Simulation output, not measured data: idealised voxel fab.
Proc. module: voxel wiring stack
Xsec cut, 260 nm wide, square cell size 5 nm.
This document writes a cross-section as a grid whose cells are square, and gives it as bands, listed from the top down; one or more rows of cells form a band.
Band: top height; bottom height; in nm. Then, left to right: material with width in nm, for each material. "all across": a single material spanning edge to edge. "blank": empty space.
Basically, 0 is our baseline, since under it the wafer straight out of the box is all one material. The bottom band has no lower end and keeps on going down, so it looks like "0 and below".
Width "30 to 40": first value at the band's top row of cells, second value at its bottom row, equal change from row to row.
Reading "identical to before" for a step: not a cell of the cross-section changed in it.
"Closed empty spaces": sealed empty spaces, 8 cells or more, no open way to top, listed width x height at distance, with distance from the left edge and width, height and distance in nm.
Past the settings on a step's line: simulator remark, on that step.
A step line may carry the setting "overlay nm", which, for steps involving a mask, states the distance by which the mask lay to the right of its intended position; negative values denote displacement to the left.

These are the steps we planned for the process
1) RECEIVE | material Si
2) CONFORMAL_DEP | material SiO2 | thk nm 15
3) DIRECTIONAL_DEP | material TiN | thk nm 5
4) DIRECTIONAL_DEP | material Ru | thk nm 25
5) PATTERN | tone cover | mask id METAL_1 | material resist | width nm 20 | pitch nm 50 | thk nm 20 | overlay nm 0
6) DIRECTIONAL_ETCH | etch materials Ru | depth nm 25
7) DIRECTIONAL_ETCH | etch materials TiN | depth nm 5
8) STRIP | etch materials resist
9) FILL_DEP | material lowk | thk nm 10
10) CMP | height nm 45
11) CONFORMAL_DEP | material SiCN | thk nm 5
12) DIRECTIONAL_DEP | material lowk | thk nm 25
13) DIRECTIONAL_DEP | material aC | thk nm 15
14) PATTERN | tone open | mask id METAL_2_HOLES | material resist | width nm 15 | thk nm 35 | overlay nm 0
15) DIRECTIONAL_ETCH | etch materials aC | depth nm 15
16) STRIP | etch materials resist
17) DIRECTIONAL_ETCH | etch materials lowk | depth nm 25
18) STRIP | etch materials aC
19) PATTERN | tone open | mask id METAL_2 | material resist | width nm 20 | pitch nm 50 | thk nm 15 | overlay nm 0
20) DIRECTIONAL_ETCH | etch materials lowk | depth nm 15
21) DIRECTIONAL_ETCH | etch materials SiCN | depth nm 5
22) STRIP | etch materials resist
23) CONFORMAL_DEP | material TiN | thk nm 5
24) FILL_DEP | material Cu | thk nm 5
25) CMP | height nm 75
26) CONFORMAL_DEP | material SiCN | thk nm 5
27) DIRECTIONAL_DEP | material SiO2 | thk nm 30
28) DIRECTIONAL_DEP | material aC | thk nm 15
29) PATTERN | tone open | mask id METAL_3_HOLES | material resist | width nm 15 | thk nm 35 | overlay nm 0
30) DIRECTIONAL_ETCH | etch materials aC | depth nm 15
31) STRIP | etch materials resist
32) DIRECTIONAL_ETCH | etch materials SiO2 | depth nm 30
33) STRIP | etch materials aC
34) DIRECTIONAL_DEP | material aC | thk nm 10
35) PATTERN | tone open | mask id METAL_3 | material resist | width nm 20 | pitch nm 50 | thk nm 30 | overlay nm 0
36) DIRECTIONAL_ETCH | etch materials aC | depth nm 10
37) STRIP | etch materials resist
38) DIRECTIONAL_ETCH | etch materials SiO2 | depth nm 15
39) DIRECTIONAL_ETCH | etch materials SiCN | depth nm 5
40) STRIP | etch materials aC
41) CONFORMAL_DEP | material TiN | thk nm 5
42) FILL_DEP | material Cu | thk nm 10
43) CMP | height nm 110
44) CONFORMAL_DEP | material SiCN | thk nm 5
45) DIRECTIONAL_DEP | material lowk | thk nm 15
46) MASKED_ETCH | tone open | mask id PLUG_3 | width nm 15 | etch materials lowk | depth nm 15 | overlay nm 0
47) MASKED_ETCH | tone open | mask id PLUG_3 | width nm 15 | etch materials SiCN | depth nm 5 | overlay nm 0
48) EPI | material Ru | thk nm 10
49) EPI | material Ru | thk nm 10
50) DIRECTIONAL_DEP | material TiN | thk nm 5
51) DIRECTIONAL_DEP | material Ru | thk nm 15
52) DIRECTIONAL_DEP | material aC | thk nm 15
53) PATTERN | tone cover | mask id METAL_4 | material resist | width nm 20 | pitch nm 50 | thk nm 35 | overlay nm 0
54) DIRECTIONAL_ETCH | etch materials aC | depth nm 15
55) STRIP | etch materials resist
56) DIRECTIONAL_ETCH | etch materials Ru | depth nm 15
57) DIRECTIONAL_ETCH | etch materials TiN | depth nm 5
58) STRIP | etch materials aC
59) FILL_DEP | material lowk | thk nm 5
60) CMP | height nm 150
61) CONFORMAL_DEP | material SiN | thk nm 5

Incoming wafer in cross-section (state: after step 1)
0 and below  Si all across
Closed empty spaces: none

Here's the cross-section of the first of our two wafers at the end of the module - it ran as planned
155 down to 150  SiN all across
150 down to 135  95 nm lowk / 20 nm Ru / 30 nm lowk / 20 nm Ru / 95 nm lowk
135 down to 130  95 nm lowk / 20 nm TiN / 30 nm lowk / 20 nm TiN / 95 nm lowk
130 down to 115  95 nm lowk / 15 nm Ru / 150 nm lowk
115 down to 110  95 nm SiCN / 15 nm Ru / 150 nm SiCN
110 down to 100  95 nm SiO2 / 5 nm TiN / 10 nm Cu / 5 nm TiN / 30 nm SiO2 / 5 nm TiN / 10 nm Cu / 5 nm TiN / 95 nm SiO2
100 down to 95  95 nm SiO2 / 5 nm TiN / 5 nm Cu / 10 nm TiN / 30 nm SiO2 / 20 nm TiN / 95 nm SiO2
95 down to 80  95 nm SiO2 / 5 nm TiN / 5 nm Cu / 5 nm TiN / 150 nm SiO2
80 down to 75  95 nm SiCN / 15 nm TiN / 150 nm SiCN
75 down to 65  95 nm lowk / 5 nm TiN / 10 nm Cu / 5 nm TiN / 30 nm lowk / 5 nm TiN / 10 nm Cu / 5 nm TiN / 95 nm lowk
65 down to 60  95 nm lowk / 5 nm TiN / 5 nm Cu / 10 nm TiN / 30 nm lowk / 20 nm TiN / 95 nm lowk
60 down to 50  95 nm lowk / 5 nm TiN / 5 nm Cu / 5 nm TiN / 150 nm lowk
50 down to 45  95 nm SiCN / 15 nm TiN / 150 nm SiCN
45 down to 20  95 nm lowk / 20 nm Ru / 30 nm lowk / 20 nm Ru / 95 nm lowk
20 down to 15  95 nm lowk / 20 nm TiN / 30 nm lowk / 20 nm TiN / 95 nm lowk
15 down to 0  SiO2 all across
0 and below  Si all across
Closed empty spaces: none

Wafer two, end of module, cross-section. Same start, same plan as wafer one. One mistake in the run
155 down to 150  SiN all across
150 down to 135  95 nm lowk / 20 nm Ru / 30 nm lowk / 20 nm Ru / 95 nm lowk
135 down to 130  95 nm lowk / 20 nm TiN / 30 nm lowk / 20 nm TiN / 95 nm lowk
130 down to 115  95 nm lowk / 15 nm Ru / 150 nm lowk
115 down to 110  95 nm SiCN / 15 nm Ru / 150 nm SiCN
110 down to 100  95 nm SiO2 / 5 nm TiN / 10 nm Cu / 5 nm TiN / 30 nm SiO2 / 5 nm TiN / 10 nm Cu / 5 nm TiN / 95 nm SiO2
100 down to 95  95 nm SiO2 / 5 nm TiN / 5 nm Cu / 10 nm TiN / 30 nm SiO2 / 20 nm TiN / 95 nm SiO2
95 down to 80  95 nm SiO2 / 5 nm TiN / 5 nm Cu / 5 nm TiN / 150 nm SiO2
80 down to 75  95 nm SiCN / 15 nm TiN / 150 nm SiCN
75 down to 65  95 nm lowk / 5 nm TiN / 10 nm Cu / 5 nm TiN / 30 nm lowk / 5 nm TiN / 10 nm Cu / 5 nm TiN / 95 nm lowk
65 down to 60  95 nm lowk / 5 nm TiN / 5 nm Cu / 10 nm TiN / 30 nm lowk / 20 nm TiN / 95 nm lowk
60 down to 50  95 nm lowk / 5 nm TiN / 5 nm Cu / 5 nm TiN / 150 nm lowk
50 down to 45  95 nm SiCN / 15 nm TiN / 150 nm SiCN
45 down to 20  95 nm lowk / 20 nm Ru / 30 nm lowk / 20 nm Ru / 95 nm lowk
20 down to 15  aC all across
15 down to 0  SiO2 all across
0 and below  Si all across
Closed empty spaces: none
So what did we get wrong on this run? so step 3 ended up running with a different setting than we planned, it ran as DIRECTIONAL_DEP | material aC | thk nm 5
Final wafer comparison in cells, second versus first, more or fewer per material: TiN -8 | aC +52 | lowk -44
